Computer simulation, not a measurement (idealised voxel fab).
process module | voxel transistor to metal
cross-section cut | 300 nm wide | cells 5 nm
A cross-section is a grid of square cells, given in bands from the top down. A band is one or more rows of cells.
Each band's line starts with the height of the band's top and of its bottom, in nm. Then come its materials from left to right, each with its width in nm. One material with "throughout" fills the band from edge to edge. "air" is empty space.
Height 0 is the level under which the wafer as received is all one material. The lowest band goes on downwards, as in "0 down".
A width such as "30 to 40" changes by the same amount from each row of cells to the next, from the band's top row to its bottom row.
"no change" after a step means that no cell of the cross-section changed.
closed voids: empty space of 8 cells or more with no open way to the top, each as width x height at its distance from the left edge, in nm
after a step's settings: what the simulator itself notes on the step
overlay nm, on a step with a mask: how far to the right of its planned place the mask lay; to the left if negative
plan
1 op RECEIVE | material Si
2 op OXIDIZE | depth nm 5
3 op CONFORMAL_DEP | material SiN | thk nm 15
4 op DIRECTIONAL_DEP | material aC | thk nm 15
5 op PATTERN | tone cover | mask id ACTIVE | material resist | width nm 95 | pitch nm 125 | thk nm 35 | overlay nm 0
6 op DIRECTIONAL_ETCH | etch materials aC | depth nm 15
7 op STRIP | etch materials resist
8 op DIRECTIONAL_ETCH | etch materials SiN | depth nm 15
9 op DIRECTIONAL_ETCH | etch materials SiO2 | depth nm 5
10 op DIRECTIONAL_ETCH | etch materials Si | depth nm 30
11 op STRIP | etch materials aC
12 op FILL_DEP | material SiO2 | thk nm 15
13 op CMP | height nm 15
14 op SELECTIVE_ETCH | etch materials SiO2 | depth nm 10
15 op STRIP | etch materials SiN
16 op SELECTIVE_ETCH | etch materials SiO2 | depth nm 5
17 op OXIDIZE | depth nm 5
18 op DIRECTIONAL_DEP | material polySi | thk nm 20
19 op DIRECTIONAL_DEP | material SiCN | thk nm 15
20 op MASKED_ETCH | tone cover | mask id GATE | width nm 25 | pitch nm 125 | etch materials SiCN | depth nm 25 | overlay nm 0
21 op MASKED_ETCH | tone cover | mask id GATE | width nm 25 | pitch nm 125 | etch materials polySi | depth nm 30 | overlay nm 0
22 op CONFORMAL_DEP | material SiN | thk nm 10
23 op DIRECTIONAL_ETCH | etch materials SiN | depth nm 10
24 op DIRECTIONAL_ETCH | etch materials SiO2 | depth nm 5
25 op EPI | material nSi | thk nm 5
26 op FILL_DEP | material SiO2 | thk nm 5
27 op CMP | height nm 15
28 op STRIP | etch materials polySi
29 op SELECTIVE_ETCH | etch materials SiO2 | depth nm 5
30 op CONFORMAL_DEP | material HfO2 | thk nm 5
31 op CONFORMAL_DEP | material TiN | thk nm 5
32 op FILL_DEP | material W | thk nm 5
33 op CMP | height nm 10
34 op DIRECTIONAL_DEP | material SiO2 | thk nm 10
35 op PATTERN | tone open | mask id CONTACT | material resist | width nm 15 | thk nm 20 | overlay nm 0
36 op DIRECTIONAL_ETCH | etch materials SiO2 | depth nm 25
37 op STRIP | etch materials resist
38 op CONFORMAL_DEP | material TiN | thk nm 5
39 op FILL_DEP | material Ru | thk nm 10
40 op CMP | height nm 20
41 op CONFORMAL_DEP | material SiCN | thk nm 5
42 op DIRECTIONAL_DEP | material lowk | thk nm 20
43 op DIRECTIONAL_DEP | material aC | thk nm 10
44 op PATTERN | tone open | mask id METAL_1 | material resist | width nm 15 | thk nm 30 | overlay nm 0
45 op DIRECTIONAL_ETCH | etch materials aC | depth nm 10
46 op STRIP | etch materials resist
47 op DIRECTIONAL_ETCH | etch materials lowk | depth nm 20
48 op DIRECTIONAL_ETCH | etch materials SiCN | depth nm 5
49 op STRIP | etch materials aC
50 op CONFORMAL_DEP | material TiN | thk nm 5
51 op FILL_DEP | material Ru | thk nm 10
52 op CMP | height nm 45
53 op CONFORMAL_DEP | material SiCN | thk nm 5
54 op DIRECTIONAL_DEP | material SiO2 | thk nm 30
55 op PATTERN | tone open | mask id METAL_2 | material resist | width nm 15 | pitch nm 125 | thk nm 15 | overlay nm 0
56 op DIRECTIONAL_ETCH | etch materials SiO2 | depth nm 15
57 op STRIP | etch materials resist
58 op PATTERN | tone open | mask id METAL_2_HOLES | material resist | width nm 15 | pitch nm 125 | thk nm 20 | overlay nm 0
59 op DIRECTIONAL_ETCH | etch materials SiO2 | depth nm 15
60 op DIRECTIONAL_ETCH | etch materials SiCN | depth nm 5
61 op STRIP | etch materials resist
62 op CONFORMAL_DEP | material TiN | thk nm 5
63 op FILL_DEP | material Ru | thk nm 10
64 op CMP | height nm 80
65 op CONFORMAL_DEP | material SiN | thk nm 5
as received, after step 1
  0 down: Si throughout
  closed voids: none
first wafer at the end, as planned
  85 to 80: SiN throughout
  80 to 50: SiO2 45 | TiN 5 | Ru 5 | TiN 5 | SiO2 110 | TiN 5 | Ru 5 | TiN 5 | SiO2 115
  50 to 45: SiCN 45 | TiN 15 | SiCN 110 | TiN 15 | SiCN 115
  45 to 25: lowk 45 | TiN 5 | Ru 5 | TiN 5 | lowk 55 | TiN 5 | Ru 5 | TiN 5 | lowk 40 | TiN 5 | Ru 5 | TiN 5 | lowk 55 | TiN 5 | Ru 5 | TiN 5 | lowk 45
  25 to 20: SiCN 45 | TiN 15 | SiCN 55 | TiN 15 | SiCN 40 | TiN 15 | SiCN 55 | TiN 15 | SiCN 45
  20 to 10: SiO2 45 | TiN 5 | Ru 5 | TiN 5 | SiO2 55 | TiN 5 | Ru 5 | TiN 5 | SiO2 40 | TiN 5 | Ru 5 | TiN 5 | SiO2 55 | TiN 5 | Ru 5 | TiN 5 | SiO2 45
  10 to 0: SiO2 45 | TiN 5 | Ru 5 | TiN 5 | SiO2 5 | SiN 10 | HfO2 5 | TiN 5 | W 5 | TiN 5 | HfO2 5 | SiN 10 | SiO2 5 | TiN 5 | Ru 5 | TiN 5 | SiO2 40 | TiN 5 | Ru 5 | TiN 5 | SiO2 5 | SiN 10 | HfO2 5 | TiN 5 | W 5 | TiN 5 | HfO2 5 | SiN 10 | SiO2 5 | TiN 5 | Ru 5 | TiN 5 | SiO2 45
  0 to -5: SiO2 35 | SiN 10 | TiN 15 | SiO2 5 | SiN 10 | HfO2 5 | TiN 15 | HfO2 5 | SiN 10 | SiO2 5 | TiN 15 | SiN 10 | SiO2 20 | SiN 10 | TiN 15 | SiO2 5 | SiN 10 | HfO2 5 | TiN 15 | HfO2 5 | SiN 10 | SiO2 5 | TiN 15 | SiN 10 | SiO2 35
  -5 to -10: SiO2 45 | nSi 20 | SiO2 5 | HfO2 35 | SiO2 5 | nSi 20 | SiO2 40 | nSi 20 | SiO2 5 | HfO2 35 | SiO2 5 | nSi 20 | SiO2 45
  -10 to -35: SiO2 40 | Si 95 | SiO2 30 | Si 95 | SiO2 40
  -35 down: Si throughout
  closed voids: none
second wafer at the end: like start, like plan, one mistake
  85 to 80: SiN throughout
  80 to 50: SiO2 45 | TiN 5 | Ru 5 | TiN 5 | SiO2 110 | TiN 5 | Ru 5 | TiN 5 | SiO2 115
  50 to 45: SiCN 45 | TiN 15 | SiCN 110 | TiN 15 | SiCN 115
  45 to 25: lowk 45 | TiN 5 | Ru 5 | TiN 5 | lowk 55 | TiN 5 | Ru 5 | TiN 5 | lowk 40 | TiN 5 | Ru 5 | TiN 5 | lowk 55 | TiN 5 | Ru 5 | TiN 5 | lowk 45
  25 to 20: SiCN 45 | TiN 15 | SiCN 55 | TiN 15 | SiCN 40 | TiN 15 | SiCN 55 | TiN 15 | SiCN 45
  20 to 10: SiO2 45 | TiN 5 | Ru 5 | TiN 5 | SiO2 55 | TiN 5 | Ru 5 | TiN 5 | SiO2 40 | TiN 5 | Ru 5 | TiN 5 | SiO2 55 | TiN 5 | Ru 5 | TiN 5 | SiO2 45
  10 to 5: lowk 45 | TiN 15 | SiO2 5 | lowk 10 | HfO2 5 | TiN 5 | W 5 | TiN 5 | HfO2 5 | lowk 10 | SiO2 5 | TiN 15 | lowk 40 | TiN 15 | SiO2 5 | lowk 10 | HfO2 5 | TiN 5 | W 5 | TiN 5 | HfO2 5 | lowk 10 | SiO2 5 | TiN 15 | lowk 45
  5 to 0: lowk 75 | HfO2 5 | TiN 5 | W 5 | TiN 5 | HfO2 5 | lowk 100 | HfO2 5 | TiN 5 | W 5 | TiN 5 | HfO2 5 | lowk 75
  0 to -5: SiO2 35 | lowk 40 | HfO2 5 | TiN 15 | HfO2 5 | lowk 40 | SiO2 20 | lowk 40 | HfO2 5 | TiN 15 | HfO2 5 | lowk 40 | SiO2 35
  -5 to -10: SiO2 70 | HfO2 35 | SiO2 90 | HfO2 35 | SiO2 70
  -10 to -35: SiO2 40 | Si 95 | SiO2 30 | Si 95 | SiO2 40
  -35 down: Si throughout
  closed voids: none
what went wrong: step 22 ran as: op CONFORMAL_DEP | material lowk | thk nm 10
at the end the second wafer has, in cells: 8 fewer of Ru | 32 fewer of SiN | 44 fewer of SiO2 | 16 fewer of TiN | 116 more of lowk | 16 fewer of nSi
